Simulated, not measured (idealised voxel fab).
process module | voxel released beams
cross-section cut | 295 nm wide | cells 5 nm
A cross-section is a grid of square cells, given in bands from the top down. A band is one or more rows of cells.
Each band's line starts with the height of the band's top and of its bottom, in nm. Then come its materials from left to right, each with its width in nm. One material with "throughout" fills the band from edge to edge. "air" is empty space.
Height 0 is the level under which the wafer as received is all one material. The lowest band goes on downwards, as in "0 down".
A width such as "30 to 40" changes by the same amount from each row of cells to the next, from the band's top row to its bottom row.
"no change" after a step means that no cell of the cross-section changed.
closed voids: empty space of 8 cells or more with no open way to the top, each as width x height at its distance from the left edge, in nm
after a step's settings: what the simulator itself notes on the step
overlay nm, on a step with a mask: how far to the right of its planned place the mask lay; to the left if negative
plan
1 op RECEIVE | material Si
2 op CONFORMAL_DEP | material Al2O3 | thk nm 10
3 op DIRECTIONAL_DEP | material SiO2 | thk nm 15
4 op PATTERN | tone open | mask id ANCHOR | material resist | width nm 35 | thk nm 20 | overlay nm 0
5 op DIRECTIONAL_ETCH | etch materials SiO2 | depth nm 15
6 op STRIP | etch materials resist
7 op CONFORMAL_DEP | material SiN | thk nm 15
8 op DIRECTIONAL_DEP | material aC | thk nm 15
9 op PATTERN | tone cover | mask id BEAM | material resist | width nm 115 | thk nm 30 | overlay nm 0
10 op DIRECTIONAL_ETCH | etch materials aC | depth nm 15
11 op STRIP | etch materials resist
12 op DIRECTIONAL_ETCH | etch materials SiN | depth nm 15
13 op STRIP | etch materials aC
14 op STRIP | etch materials SiO2
as received, after step 1
  0 down: Si throughout
  closed voids: none
a wafer at the end: this start, this plan, one mistake
  55 to 40: air 85 | SiN 115 | air 95
  40 to 25: SiN throughout
  25 to 10: SiO2 90 | SiN 35 | SiO2 170
  10 to 0: Al2O3 throughout
  0 down: Si throughout
  closed voids: none
what went wrong: step 7 was run twice
